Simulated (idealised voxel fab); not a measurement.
process module | voxel air gaps
cross-section cut | 220 nm wide | cells 5 nm
A cross-section is a grid of square cells, given in bands from the top down. A band is one or more rows of cells.
Each band's line starts with the height of the band's top and of its bottom, in nm. Then come its materials from left to right, each with its width in nm. One material with "throughout" fills the band from edge to edge. "air" is empty space.
Height 0 is the level under which the wafer as received is all one material. The lowest band goes on downwards, as in "0 down".
A width such as "30 to 40" changes by the same amount from each row of cells to the next, from the band's top row to its bottom row.
"no change" after a step means that no cell of the cross-section changed.
closed voids: empty space of 8 cells or more with no open way to the top, each as width x height at its distance from the left edge, in nm
after a step's settings: what the simulator itself notes on the step
overlay nm, on a step with a mask: how far to the right of its planned place the mask lay; to the left if negative
plan
1 op RECEIVE | material Si
2 op CONFORMAL_DEP | material SiO2 | thk nm 10
3 op CONFORMAL_DEP | material SiCN | thk nm 5
4 op DIRECTIONAL_DEP | material SiO2 | thk nm 30
5 op PATTERN | tone open | mask id LINES | material resist | width nm 25 | pitch nm 50 | thk nm 15 | overlay nm 0
6 op DIRECTIONAL_ETCH | etch materials SiO2 | depth nm 30
7 op STRIP | etch materials resist
8 op CONFORMAL_DEP | material TiN | thk nm 5
9 op FILL_DEP | material Ru | thk nm 5
10 op CMP | height nm 45
11 op EPI | material Ru | thk nm 10
12 op SELECTIVE_ETCH | etch materials SiO2 | depth nm 40
13 op CONFORMAL_DEP | material SiCN | thk nm 5
as received, after step 1
  0 down: Si throughout
  closed voids: none
first wafer at the end, as planned
  60 to 55: air 5 | SiCN 205 | air 10
  55 to 45: air 5 | SiCN 5 | Ru 45 | SiCN 5 | Ru 45 | SiCN 5 | Ru 45 | SiCN 5 | Ru 45 | SiCN 5 | air 10
  45 to 40: air 5 | SiCN 15 | TiN 5 | Ru 15 | TiN 5 | SiCN 25 | TiN 5 | Ru 15 | TiN 5 | SiCN 25 | TiN 5 | Ru 15 | TiN 5 | SiCN 25 | TiN 5 | Ru 15 | TiN 5 | SiCN 15 | air 10
  40 to 20: air 15 | SiCN 5 | TiN 5 | Ru 15 | TiN 5 | SiCN 5 | air 15 | SiCN 5 | TiN 5 | Ru 15 | TiN 5 | SiCN 5 | air 15 | SiCN 5 | TiN 5 | Ru 15 | TiN 5 | SiCN 5 | air 15 | SiCN 5 | TiN 5 | Ru 15 | TiN 5 | SiCN 5 | air 20
  20 to 15: SiCN 20 | TiN 25 | SiCN 25 | TiN 25 | SiCN 25 | TiN 25 | SiCN 25 | TiN 25 | SiCN 25
  15 to 10: SiCN throughout
  10 to 0: SiO2 throughout
  0 down: Si throughout
  closed voids: 15 x 20 at 50; 15 x 20 at 100; 15 x 20 at 150
second wafer at the end: like start, like plan, one mistake
  60 to 55: air 10 | SiCN 45 | air 5 | SiCN 45 | air 5 | SiCN 45 | air 5 | SiCN 45 | air 15
  55 to 45: air 10 | SiCN 5 | Ru 35 | SiCN 5 | air 5 | SiCN 5 | Ru 35 | SiCN 5 | air 5 | SiCN 5 | Ru 35 | SiCN 5 | air 5 | SiCN 5 | Ru 35 | SiCN 5 | air 15
  45 to 40: air 10 | SiCN 15 | Ru 15 | SiCN 15 | air 5 | SiCN 15 | Ru 15 | SiCN 15 | air 5 | SiCN 15 | Ru 15 | SiCN 15 | air 5 | SiCN 15 | Ru 15 | SiCN 15 | air 15
  40 to 20: air 15 | SiCN 10 | Ru 15 | SiCN 10 | air 15 | SiCN 10 | Ru 15 | SiCN 10 | air 15 | SiCN 10 | Ru 15 | SiCN 10 | air 15 | SiCN 10 | Ru 15 | SiCN 10 | air 20
  20 to 10: SiCN throughout
  10 to 0: SiO2 throughout
  0 down: Si throughout
  closed voids: none
what went wrong: step 8 ran as: op CONFORMAL_DEP | material SiCN | thk nm 5
at the end the second wafer has, in cells: 16 fewer of Ru | 56 more of SiCN | 60 fewer of TiN
closed voids at the end (first wafer, second wafer): 3, 0
